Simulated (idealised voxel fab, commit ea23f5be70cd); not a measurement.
Process module name: voxel transistor to metal
The width of the displayed cross-section, cut, is 170 nm; its cells are square, with a size of 5 nm.
A cross-section is written here as square cells arranged in a grid, and it is given in bands from the top down, each band taking up one or more rows of cells.
Look at the band entry: it leads with the top's height and the bottom's height in nm. Then it lists the materials left to right, with a width in nm for each. The word "edge to edge" on a single material says that material fills the band edge to edge. The word "air" is empty space.
The level at which height equals 0 is the one under which the wafer, as it arrives, is entirely one material. No lower edge exists for the bottom band, which continues downward and is notated as in "0 down".
The expression "30 to 40" gives the width at the extremes of the band, the first number at its top row of cells and the second at its bottom row, with the width changing by equal amounts from each row to the next in between.
You'll sometimes find "no modifications" written for a step, and that's the way of saying that nowhere in the cross-section did a cell change during that step.
"Sealed internal cavities" - sealed voids, min. 8 cells, no opening to top; format: width x height at distance (distance from left edge; nm throughout).
Where a step's line continues beyond its settings, the continuation is a remark by the simulator itself on that step.
overlay nm: right-of-plan distance of the mask on a masked step; negative values mean left-of-plan.
### Process steps (planned)
1. RECEIVE | material Si
2. OXIDIZE | depth nm 5
3. CONFORMAL_DEP | material SiN | thk nm 10
4. DIRECTIONAL_DEP | material aC | thk nm 10
5. PATTERN | tone cover | mask id ACTIVE | material resist | width nm 105 | thk nm 25 | overlay nm 0
6. DIRECTIONAL_ETCH | etch materials aC | depth nm 10
7. STRIP | etch materials resist
8. DIRECTIONAL_ETCH | etch materials SiN | depth nm 10
9. DIRECTIONAL_ETCH | etch materials SiO2 | depth nm 5
10. DIRECTIONAL_ETCH | etch materials Si | depth nm 20
11. STRIP | etch materials aC
12. FILL_DEP | material SiO2 | thk nm 10
13. CMP | height nm 10
14. SELECTIVE_ETCH | etch materials SiO2 | depth nm 10
15. STRIP | etch materials SiN
16. SELECTIVE_ETCH | etch materials SiO2 | depth nm 5
17. OXIDIZE | depth nm 5
18. DIRECTIONAL_DEP | material polySi | thk nm 25
19. DIRECTIONAL_DEP | material SiCN | thk nm 10
20. MASKED_ETCH | tone cover | mask id GATE | width nm 15 | etch materials SiCN | depth nm 20 | overlay nm 0
21. MASKED_ETCH | tone cover | mask id GATE | width nm 15 | etch materials polySi | depth nm 35 | overlay nm 0
22. CONFORMAL_DEP | material SiN | thk nm 10
23. DIRECTIONAL_ETCH | etch materials SiN | depth nm 10
24. DIRECTIONAL_ETCH | etch materials SiO2 | depth nm 5
25. DIRECTIONAL_ETCH | etch materials Si | depth nm 10
26. EPI | material pSi | thk nm 10
27. FILL_DEP | material SiO2 | thk nm 5
28. CMP | height nm 30
29. DIRECTIONAL_DEP | material SiO2 | thk nm 10
30. MASKED_ETCH | tone open | mask id CONTACT | width nm 30 | pitch nm 55 | etch materials SiO2 | depth nm 50 | overlay nm 0
31. CONFORMAL_DEP | material TiN | thk nm 5
32. FILL_DEP | material Ru | thk nm 5
33. CMP | height nm 40
34. DIRECTIONAL_DEP | material TiN | thk nm 5
35. DIRECTIONAL_DEP | material W | thk nm 15
36. MASKED_ETCH | tone cover | mask id METAL_1 | width nm 20 | pitch nm 65 | etch materials W | depth nm 15 | overlay nm 0
37. MASKED_ETCH | tone cover | mask id METAL_1 | width nm 20 | pitch nm 65 | etch materials TiN | depth nm 5 | overlay nm 0
38. FILL_DEP | material SiO2 | thk nm 10
39. CMP | height nm 60
40. CONFORMAL_DEP | material SiCN | thk nm 5
### Of two wafers, the first: run according to plan
### Cross-section, incoming material, after step 1
	0 down | Si edge to edge
	Sealed internal cavities: none
### How the wafer stands in section after step 2
	0 to -5 | SiO2 edge to edge
	Beneath the level -5, the cross-section is identical to its previous state.
### How the wafer stands in section after step 3
	10 to 0 | SiN edge to edge
	Beneath the level 0, the cross-section is identical to its previous state.
### How the wafer stands in section after step 4
	20 to 10 | aC edge to edge
	Beneath the level 10, the cross-section is identical to its previous state.
### How the wafer stands in section after step 5
	45 to 20 | 30 air  105 resist  35 air
	Beneath the level 20, the cross-section is identical to its previous state.
### How the wafer stands in section after step 6
	35 to 20 | 30 air  105 resist  35 air
	20 to 10 | 30 air  105 aC  35 air
	Beneath the level 10, the cross-section is identical to its previous state.
### How the wafer stands in section after step 7
	20 to 10 | 30 air  105 aC  35 air
	Beneath the level 10, the cross-section is identical to its previous state.
### How the wafer stands in section after step 8
	20 to 10 | 30 air  105 aC  35 air
	10 to 0 | 30 air  105 SiN  35 air
	Beneath the level 0, the cross-section is identical to its previous state.
### How the wafer stands in section after step 9
	20 to 10 | 30 air  105 aC  35 air
	10 to 0 | 30 air  105 SiN  35 air
	0 to -5 | 30 air  105 SiO2  35 air
	Beneath the level -5, the cross-section is identical to its previous state.
### How the wafer stands in section after step 10
	20 to 10 | 30 air  105 aC  35 air
	10 to 0 | 30 air  105 SiN  35 air
	0 to -5 | 30 air  105 SiO2  35 air
	-5 to -25 | 30 air  105 Si  35 air
	Beneath the level -25, the cross-section is identical to its previous state.
### How the wafer stands in section after step 11
	10 to 0 | 30 air  105 SiN  35 air
	Beneath the level 0, the cross-section is identical to its previous state.
### How the wafer stands in section after step 12
	20 to 10 | SiO2 edge to edge
	10 to 0 | 30 SiO2  105 SiN  35 SiO2
	0 to -5 | SiO2 edge to edge
	-5 to -25 | 30 SiO2  105 Si  35 SiO2
	Beneath the level -25, the cross-section is identical to its previous state.
### How the wafer stands in section after step 13
	10 to 0 | 30 SiO2  105 SiN  35 SiO2
	Beneath the level 0, the cross-section is identical to its previous state.
### How the wafer stands in section after step 14
	10 to 0 | 30 air  105 SiN  35 air
	Beneath the level 0, the cross-section is identical to its previous state.
### How the wafer stands in section after step 15
	0 to -5 | SiO2 edge to edge
	Beneath the level -5, the cross-section is identical to its previous state.
### How the wafer stands in section after step 16
	-5 to -25 | 30 SiO2  105 Si  35 SiO2
	Beneath the level -25, the cross-section is identical to its previous state.
### How the wafer stands in section after step 17
	-5 to -10 | SiO2 edge to edge
	Beneath the level -10, the cross-section is identical to its previous state.
### How the wafer stands in section after step 18
	20 to -5 | polySi edge to edge
	Beneath the level -5, the cross-section is identical to its previous state.
### How the wafer stands in section after step 19
	30 to 20 | SiCN edge to edge
	Beneath the level 20, the cross-section is identical to its previous state.
### How the wafer stands in section after step 20
	30 to 20 | 75 air  15 SiCN  80 air
	Beneath the level 20, the cross-section is identical to its previous state.
### How the wafer stands in section after step 21
	30 to 20 | 75 air  15 SiCN  80 air
	20 to -5 | 75 air  15 polySi  80 air
	Beneath the level -5, the cross-section is identical to its previous state.
### How the wafer stands in section after step 22
	40 to 30 | 65 air  35 SiN  70 air
	30 to 20 | 65 air  10 SiN  15 SiCN  10 SiN  70 air
	20 to 5 | 65 air  10 SiN  15 polySi  10 SiN  70 air
	5 to -5 | 75 SiN  15 polySi  80 SiN
	Beneath the level -5, the cross-section is identical to its previous state.
### How the wafer stands in section after step 23
	30 to 20 | 65 air  10 SiN  15 SiCN  10 SiN  70 air
	20 to -5 | 65 air  10 SiN  15 polySi  10 SiN  70 air
	Beneath the level -5, the cross-section is identical to its previous state.
### How the wafer stands in section after step 24
	30 to 20 | 65 air  10 SiN  15 SiCN  10 SiN  70 air
	20 to -5 | 65 air  10 SiN  15 polySi  10 SiN  70 air
	-5 to -10 | 65 air  35 SiO2  70 air
	Beneath the level -10, the cross-section is identical to its previous state.
### How the wafer stands in section after step 25
	30 to 20 | 65 air  10 SiN  15 SiCN  10 SiN  70 air
	20 to -5 | 65 air  10 SiN  15 polySi  10 SiN  70 air
	-5 to -10 | 65 air  35 SiO2  70 air
	-10 to -20 | 30 SiO2  35 air  35 Si  35 air  35 SiO2
	Beneath the level -20, the cross-section is identical to its previous state.
### How the wafer stands in section after step 26
	30 to 20 | 65 air  10 SiN  15 SiCN  10 SiN  70 air
	20 to 0 | 65 air  10 SiN  15 polySi  10 SiN  70 air
	0 to -5 | 55 air  10 pSi  10 SiN  15 polySi  10 SiN  10 pSi  60 air
	-5 to -10 | 55 air  10 pSi  35 SiO2  10 pSi  60 air
	-10 to -20 | 30 SiO2  35 pSi  35 Si  35 pSi  35 SiO2
	Beneath the level -20, the cross-section is identical to its previous state.
### How the wafer stands in section after step 27
	35 to 30 | SiO2 edge to edge
	30 to 20 | 65 SiO2  10 SiN  15 SiCN  10 SiN  70 SiO2
	20 to 0 | 65 SiO2  10 SiN  15 polySi  10 SiN  70 SiO2
	0 to -5 | 55 SiO2  10 pSi  10 SiN  15 polySi  10 SiN  10 pSi  60 SiO2
	-5 to -10 | 55 SiO2  10 pSi  35 SiO2  10 pSi  60 SiO2
	Beneath the level -10, the cross-section is identical to its previous state.
### How the wafer stands in section after step 28
	30 to 20 | 65 SiO2  10 SiN  15 SiCN  10 SiN  70 SiO2
	Beneath the level 20, the cross-section is identical to its previous state.
### How the wafer stands in section after step 29
	40 to 30 | SiO2 edge to edge
	Beneath the level 30, the cross-section is identical to its previous state.
### How the wafer stands in section after step 30
	40 to 30 | 40 SiO2  30 air  25 SiO2  30 air  45 SiO2
	30 to 20 | 40 SiO2  25 air  10 SiN  15 SiCN  10 SiN  25 air  45 SiO2
	20 to 0 | 40 SiO2  25 air  10 SiN  15 polySi  10 SiN  25 air  45 SiO2
	0 to -5 | 40 SiO2  15 air  10 pSi  10 SiN  15 polySi  10 SiN  10 pSi  15 air  45 SiO2
	-5 to -10 | 40 SiO2  15 air  10 pSi  35 SiO2  10 pSi  15 air  45 SiO2
	Beneath the level -10, the cross-section is identical to its previous state.
### How the wafer stands in section after step 31
	45 to 40 | 45 TiN  20 air  35 TiN  20 air  50 TiN
	40 to 30 | 40 SiO2  5 TiN  20 to 15 air  5 to 10 TiN  25 SiO2  5 to 10 TiN  20 to 15 air  5 TiN  45 SiO2
	30 to 20 | 40 SiO2  5 TiN  15 air  5 TiN  10 SiN  15 SiCN  10 SiN  5 TiN  15 air  5 TiN  45 SiO2
	20 to 5 | 40 SiO2  5 TiN  15 air  5 TiN  10 SiN  15 polySi  10 SiN  5 TiN  15 air  5 TiN  45 SiO2
	5 to 0 | 40 SiO2  5 TiN  5 air  15 TiN  10 SiN  15 polySi  10 SiN  15 TiN  5 air  5 TiN  45 SiO2
	0 to -5 | 40 SiO2  5 TiN  5 air  5 TiN  10 pSi  10 SiN  15 polySi  10 SiN  10 pSi  5 TiN  5 air  5 TiN  45 SiO2
	-5 to -10 | 40 SiO2  15 TiN  10 pSi  35 SiO2  10 pSi  15 TiN  45 SiO2
	Beneath the level -10, the cross-section is identical to its previous state.
### How the wafer stands in section after step 32
	50 to 45 | Ru edge to edge
	45 to 40 | 45 TiN  20 Ru  35 TiN  20 Ru  50 TiN
	40 to 30 | 40 SiO2  5 TiN  20 to 15 Ru  5 to 10 TiN  25 SiO2  5 to 10 TiN  20 to 15 Ru  5 TiN  45 SiO2
	30 to 20 | 40 SiO2  5 TiN  15 Ru  5 TiN  10 SiN  15 SiCN  10 SiN  5 TiN  15 Ru  5 TiN  45 SiO2
	20 to 5 | 40 SiO2  5 TiN  15 Ru  5 TiN  10 SiN  15 polySi  10 SiN  5 TiN  15 Ru  5 TiN  45 SiO2
	5 to 0 | 40 SiO2  5 TiN  5 Ru  15 TiN  10 SiN  15 polySi  10 SiN  15 TiN  5 Ru  5 TiN  45 SiO2
	0 to -5 | 40 SiO2  5 TiN  5 Ru  5 TiN  10 pSi  10 SiN  15 polySi  10 SiN  10 pSi  5 TiN  5 Ru  5 TiN  45 SiO2
	Beneath the level -5, the cross-section is identical to its previous state.
### How the wafer stands in section after step 33
	40 to 30 | 40 SiO2  5 TiN  20 to 15 Ru  5 to 10 TiN  25 SiO2  5 to 10 TiN  20 to 15 Ru  5 TiN  45 SiO2
	Beneath the level 30, the cross-section is identical to its previous state.
### How the wafer stands in section after step 34
	45 to 40 | TiN edge to edge
	Beneath the level 40, the cross-section is identical to its previous state.
### How the wafer stands in section after step 35
	60 to 45 | W edge to edge
	Beneath the level 45, the cross-section is identical to its previous state.
### How the wafer stands in section after step 36
	60 to 45 | 40 air  20 W  45 air  20 W  45 air
	Beneath the level 45, the cross-section is identical to its previous state.
### How the wafer stands in section after step 37
	60 to 45 | 40 air  20 W  45 air  20 W  45 air
	45 to 40 | 40 air  20 TiN  45 air  20 TiN  45 air
	Beneath the level 40, the cross-section is identical to its previous state.
### How the wafer stands in section after step 38
	70 to 60 | SiO2 edge to edge
	60 to 45 | 40 SiO2  20 W  45 SiO2  20 W  45 SiO2
	45 to 40 | 40 SiO2  20 TiN  45 SiO2  20 TiN  45 SiO2
	Beneath the level 40, the cross-section is identical to its previous state.
### How the wafer stands in section after step 39
	60 to 45 | 40 SiO2  20 W  45 SiO2  20 W  45 SiO2
	Beneath the level 45, the cross-section is identical to its previous state.
### How the wafer stands in section after step 40
	65 to 60 | SiCN edge to edge
	Beneath the level 60, the cross-section is identical to its previous state.
### Companion wafer, the second of two: same beginning, same intended sequence, one mistake in carrying it out; through step 20 inclusive it tracks the first exactly
### Here is the second wafer in cross-section at the point where step 21 of the plan should have been done
	30 to 20 | 75 air  15 SiCN  80 air
	20 to -5 | 65 air  25 polySi  80 air
	Beneath the level -5, the cross-section is identical to its previous state.
### Here is the second wafer in cross-section at the point where step 22 of the plan should have been done
	40 to 30 | 65 air  35 SiN  70 air
	30 to 20 | 55 air  20 SiN  15 SiCN  10 SiN  70 air
	20 to 5 | 55 air  10 SiN  25 polySi  10 SiN  70 air
	5 to -5 | 65 SiN  25 polySi  80 SiN
	Beneath the level -5, the cross-section is identical to its previous state.
### Here is the second wafer in cross-section at the point where step 23 of the plan should have been done
	30 to 20 | 65 air  10 SiN  15 SiCN  10 SiN  70 air
	20 to -5 | 55 air  10 SiN  25 polySi  10 SiN  70 air
	Beneath the level -5, the cross-section is identical to its previous state.
### Here is the second wafer in cross-section at the point where step 24 of the plan should have been done
	30 to 20 | 65 air  10 SiN  15 SiCN  10 SiN  70 air
	20 to -5 | 55 air  10 SiN  25 polySi  10 SiN  70 air
	-5 to -10 | 55 air  45 SiO2  70 air
	Beneath the level -10, the cross-section is identical to its previous state.
### Here is the second wafer in cross-section at the point where step 25 of the plan should have been done
	30 to 20 | 65 air  10 SiN  15 SiCN  10 SiN  70 air
	20 to -5 | 55 air  10 SiN  25 polySi  10 SiN  70 air
	-5 to -10 | 55 air  45 SiO2  70 air
	-10 to -20 | 30 SiO2  25 air  45 Si  35 air  35 SiO2
	Beneath the level -20, the cross-section is identical to its previous state.
### Here is the second wafer in cross-section at the point where step 26 of the plan should have been done
	30 to 20 | 65 air  10 SiN  15 SiCN  10 SiN  70 air
	20 to 0 | 55 air  10 SiN  25 polySi  10 SiN  70 air
	0 to -5 | 45 air  10 pSi  10 SiN  25 polySi  10 SiN  10 pSi  60 air
	-5 to -10 | 45 air  10 pSi  45 SiO2  10 pSi  60 air
	-10 to -20 | 30 SiO2  25 pSi  45 Si  35 pSi  35 SiO2
	Beneath the level -20, the cross-section is identical to its previous state.
### Here is the second wafer in cross-section at the point where step 27 of the plan should have been done
	35 to 30 | SiO2 edge to edge
	30 to 20 | 65 SiO2  10 SiN  15 SiCN  10 SiN  70 SiO2
	20 to 0 | 55 SiO2  10 SiN  25 polySi  10 SiN  70 SiO2
	0 to -5 | 45 SiO2  10 pSi  10 SiN  25 polySi  10 SiN  10 pSi  60 SiO2
	-5 to -10 | 45 SiO2  10 pSi  45 SiO2  10 pSi  60 SiO2
	Beneath the level -10, the cross-section is identical to its previous state.
### Here is the second wafer in cross-section at the point where step 28 of the plan should have been done
	30 to 20 | 65 SiO2  10 SiN  15 SiCN  10 SiN  70 SiO2
	Beneath the level 20, the cross-section is identical to its previous state.
### Here is the second wafer in cross-section at the point where step 29 of the plan should have been done
	40 to 30 | SiO2 edge to edge
	Beneath the level 30, the cross-section is identical to its previous state.
### Here is the second wafer in cross-section at the point where step 30 of the plan should have been done
	40 to 30 | 40 SiO2  30 air  25 SiO2  30 air  45 SiO2
	30 to 20 | 40 SiO2  25 air  10 SiN  15 SiCN  10 SiN  25 air  45 SiO2
	20 to 0 | 40 SiO2  15 air  10 SiN  25 polySi  10 SiN  25 air  45 SiO2
	0 to -5 | 40 SiO2  5 air  10 pSi  10 SiN  25 polySi  10 SiN  10 pSi  15 air  45 SiO2
	-5 to -10 | 40 SiO2  5 air  10 pSi  45 SiO2  10 pSi  15 air  45 SiO2
	Beneath the level -10, the cross-section is identical to its previous state.
### Here is the second wafer in cross-section at the point where step 31 of the plan should have been done
	45 to 40 | 45 TiN  20 air  35 TiN  20 air  50 TiN
	40 to 30 | 40 SiO2  5 TiN  20 to 15 air  5 to 10 TiN  25 SiO2  5 to 10 TiN  20 to 15 air  5 TiN  45 SiO2
	30 to 20 | 40 SiO2  5 TiN  15 to 5 air  5 to 15 TiN  10 SiN  15 SiCN  10 SiN  5 TiN  15 air  5 TiN  45 SiO2
	20 to 5 | 40 SiO2  5 TiN  5 air  5 TiN  10 SiN  25 polySi  10 SiN  5 TiN  15 air  5 TiN  45 SiO2
	5 to 0 | 40 SiO2  15 TiN  10 SiN  25 polySi  10 SiN  15 TiN  5 air  5 TiN  45 SiO2
	0 to -5 | 40 SiO2  5 TiN  10 pSi  10 SiN  25 polySi  10 SiN  10 pSi  5 TiN  5 air  5 TiN  45 SiO2
	-5 to -10 | 40 SiO2  5 TiN  10 pSi  45 SiO2  10 pSi  15 TiN  45 SiO2
	Beneath the level -10, the cross-section is identical to its previous state.
### Here is the second wafer in cross-section at the point where step 32 of the plan should have been done
	50 to 45 | Ru edge to edge
	45 to 40 | 45 TiN  20 Ru  35 TiN  20 Ru  50 TiN
	40 to 30 | 40 SiO2  5 TiN  20 to 15 Ru  5 to 10 TiN  25 SiO2  5 to 10 TiN  20 to 15 Ru  5 TiN  45 SiO2
	30 to 20 | 40 SiO2  5 TiN  15 to 5 Ru  5 to 15 TiN  10 SiN  15 SiCN  10 SiN  5 TiN  15 Ru  5 TiN  45 SiO2
	20 to 5 | 40 SiO2  5 TiN  5 Ru  5 TiN  10 SiN  25 polySi  10 SiN  5 TiN  15 Ru  5 TiN  45 SiO2
	5 to 0 | 40 SiO2  15 TiN  10 SiN  25 polySi  10 SiN  15 TiN  5 Ru  5 TiN  45 SiO2
	0 to -5 | 40 SiO2  5 TiN  10 pSi  10 SiN  25 polySi  10 SiN  10 pSi  5 TiN  5 Ru  5 TiN  45 SiO2
	Beneath the level -5, the cross-section is identical to its previous state.
### Here is the second wafer in cross-section at the point where step 33 of the plan should have been done
	40 to 30 | 40 SiO2  5 TiN  20 to 15 Ru  5 to 10 TiN  25 SiO2  5 to 10 TiN  20 to 15 Ru  5 TiN  45 SiO2
	Beneath the level 30, the cross-section is identical to its previous state.
### Here is the second wafer in cross-section at the point where step 34 of the plan should have been done
	45 to 40 | TiN edge to edge
	Beneath the level 40, the cross-section is identical to its previous state.
### Here is the second wafer in cross-section at the point where step 35 of the plan should have been done
	60 to 45 | W edge to edge
	Beneath the level 45, the cross-section is identical to its previous state.
### Here is the second wafer in cross-section at the point where step 36 of the plan should have been done
	60 to 45 | 40 air  20 W  45 air  20 W  45 air
	Beneath the level 45, the cross-section is identical to its previous state.
### Here is the second wafer in cross-section at the point where step 37 of the plan should have been done
	60 to 45 | 40 air  20 W  45 air  20 W  45 air
	45 to 40 | 40 air  20 TiN  45 air  20 TiN  45 air
	Beneath the level 40, the cross-section is identical to its previous state.
### Here is the second wafer in cross-section at the point where step 38 of the plan should have been done
	70 to 60 | SiO2 edge to edge
	60 to 45 | 40 SiO2  20 W  45 SiO2  20 W  45 SiO2
	45 to 40 | 40 SiO2  20 TiN  45 SiO2  20 TiN  45 SiO2
	Beneath the level 40, the cross-section is identical to its previous state.
### Here is the second wafer in cross-section at the point where step 39 of the plan should have been done
	60 to 45 | 40 SiO2  20 W  45 SiO2  20 W  45 SiO2
	Beneath the level 45, the cross-section is identical to its previous state.
### Here is the second wafer in cross-section at the point where step 40 of the plan should have been done
	65 to 60 | SiCN edge to edge
	Beneath the level 60, the cross-section is identical to its previous state.
Error vs. plan: in deviation from the planned setting, step 21 was conducted as MASKED_ETCH | tone cover | mask id GATE | width nm 15 | etch materials polySi | depth nm 35 | overlay nm -10
Final comparison by cell count, materials where the second wafer has more or fewer than the first: Ru: 10 fewer | Si: 4 more | SiO2: 2 more | TiN: 2 fewer | pSi: 4 fewer | polySi: 10 more
